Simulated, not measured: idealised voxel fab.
The process module that follows is named voxel gate over fins.
Cross-section cut spans 140 nm and uses square cells 5 nm in size.
Notation: cross-section as square-cell grid; stated in bands, top first, going down; one or more cell rows per band. Top, bottom (nm), then materials left to right with widths (nm); lone material tagged "throughout" fills the whole band edge to edge; "air" = empty space. Height 0 is the level under which the wafer as received is all one material. The lowest band goes on downwards, as in "0 nm and below". With a width like "30..40", each row of cells in the band differs from the next by the same amount, the top row carrying the first number and the bottom row the second. Where the words "all unchanged" appear for a step, the cross-section shows no cell changed by that step; every cell remained as before. Closed empty spaces (no open way to the top) of 8 cells or more are what "Voids lacking openings" lists, each as width x height at distance from the left edge, nm for all three. Note: text after step settings on the step line = simulator remark on that step. Regarding "overlay nm": on a step with a mask, it is the distance the mask lay to the right of its planned place; a negative value places it to the left.

[So here's the lineup of process steps we planned]
1: op RECEIVE | material Si
2: op CONFORMAL_DEP | material SiN | thk nm 5
3: op DIRECTIONAL_DEP | material aC | thk nm 15
4: op PATTERN | tone cover | mask id FINS | material resist | width nm 15 | pitch nm 45 | thk nm 30 | overlay nm 0
5: op DIRECTIONAL_ETCH | etch materials aC | depth nm 15
6: op STRIP | etch materials resist
7: op DIRECTIONAL_ETCH | etch materials SiN | depth nm 5
8: op DIRECTIONAL_ETCH | etch materials Si | depth nm 40
9: op STRIP | etch materials aC
10: op FILL_DEP | material SiO2 | thk nm 15
11: op CMP | height nm 5
12: op SELECTIVE_ETCH | etch materials SiO2 | depth nm 20
13: op STRIP | etch materials SiN
14: op CONFORMAL_DEP | material HfO2 | thk nm 5
15: op CONFORMAL_DEP | material TiN | thk nm 5
16: op FILL_DEP | material W | thk nm 10
17: op CMP | height nm 15
18: op CONFORMAL_DEP | material SiCN | thk nm 5

[Wafer at receipt (post step 1), cross-section]
* 0 nm and below | Si throughout
* Voids lacking openings: none

[Cross-section at module end, one run error; start and plan unchanged from above]
* 20 nm to 15 nm | SiCN throughout
* 15 nm to 10 nm | W throughout
* 10 nm to 5 nm | 30 of W / 35 of TiN / 10 of W / 35 of TiN / 30 of W
* 5 nm to 0 nm | 30 of W / 5 of TiN / 25 of HfO2 / 5 of TiN / 10 of W / 5 of TiN / 25 of HfO2 / 5 of TiN / 30 of W
* 0 nm to -25 nm | 30 of W / 5 of TiN / 5 of HfO2 / 15 of Si / 5 of HfO2 / 5 of TiN / 10 of W / 5 of TiN / 5 of HfO2 / 15 of Si / 5 of HfO2 / 5 of TiN / 30 of W
* -25 nm to -30 nm | 35 of TiN / 5 of HfO2 / 15 of Si / 5 of HfO2 / 20 of TiN / 5 of HfO2 / 15 of Si / 5 of HfO2 / 35 of TiN
* -30 nm to -35 nm | 40 of HfO2 / 15 of Si / 30 of HfO2 / 15 of Si / 40 of HfO2
* -35 nm to -40 nm | 40 of SiO2 / 15 of Si / 30 of SiO2 / 15 of Si / 40 of SiO2
* -40 nm and below | Si throughout
* Voids lacking openings: none
Nonconformance to the process plan: step 12 was run twice
